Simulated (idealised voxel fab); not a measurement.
The name of this process module is voxel ribs on slabs.
Displayed cross-section: cut, width of 155 nm, square cells sized 5 nm.
Cross-section = grid of square cells, listed top down in bands; band = one or more rows. Look at the band entry: it leads with the top's height and the bottom's height in nm. Then it lists the materials left to right, with a width in nm for each. The word "everywhere" on a single material says that material fills the band edge to edge. The word "blank" is empty space. Measure heights from 0. That's the level where, below it, the as-received wafer is all one material. The lowest band is bottomless and extends downward; write it as in "z 0 and below". When a width is written as two numbers, as in "30->40", the first number is the width in the top row of cells of the band and the second is the width in its bottom row, and the width changes by the same amount from each row to the next. Step note "remains unaltered" = no cross-section cell changed. This entry, "Sealed internal cavities", enumerates those empty regions of no fewer than 8 cells that possess no open connection to the top. Each region is reported in the form width x height at distance, the distance being taken from the left edge, with all three quantities expressed in nm. Post-settings text on a step line: simulator's own remark regarding the step. "overlay nm" denotes, for a step that has a mask, the displacement of the mask to the right of its planned place, with negative values corresponding to the left.

# plan
1 RECEIVE, material Si
2 DIRECTIONAL_DEP, material SiO2, thk nm 25
3 DIRECTIONAL_DEP, material SiN, thk nm 20
4 PATTERN, tone cover, mask id RIB, material resist, width nm 15, thk nm 15, overlay nm 0
5 DIRECTIONAL_ETCH, etch materials SiN, depth nm 5
6 STRIP, etch materials resist
7 PATTERN, tone cover, mask id SLAB, material resist, width nm 65, thk nm 15, overlay nm 0
8 DIRECTIONAL_ETCH, etch materials SiN, depth nm 15
9 STRIP, etch materials resist
10 FILL_DEP, material SiO2, thk nm 25
11 CMP, height nm 60
12 DIRECTIONAL_DEP, material TiN, thk nm 10
13 MASKED_ETCH, tone cover, mask id HEATER, width nm 25, etch materials TiN, depth nm 10, overlay nm 0
14 CONFORMAL_DEP, material SiO2, thk nm 5

# Cross-section of the incoming wafer, state after step 1
	z 0 and below = Si everywhere
	Sealed internal cavities: none

# End-of-module cross-section. Starting structure and process plan as above; one mistake made in running it
	z 75 to 70 = blank=60, then SiO2=35, then blank=60
	z 70 to 65 = blank=60, then SiO2=5, then TiN=25, then SiO2=5, then blank=60
	z 65 to 60 = SiO2=65, then TiN=25, then SiO2=65
	z 60 to 45 = SiO2 everywhere
	z 45 to 40 = SiO2=70, then SiN=15, then SiO2=70
	z 40 to 25 = SiO2=50, then SiN=60, then SiO2=45
	z 25 to 0 = SiO2 everywhere
	z 0 and below = Si everywhere
	Sealed internal cavities: none
Deviation from plan: step 7 did not use the planned setting and instead ran as PATTERN, tone cover, mask id SLAB, material resist, width nm 60, thk nm 15, overlay nm 0
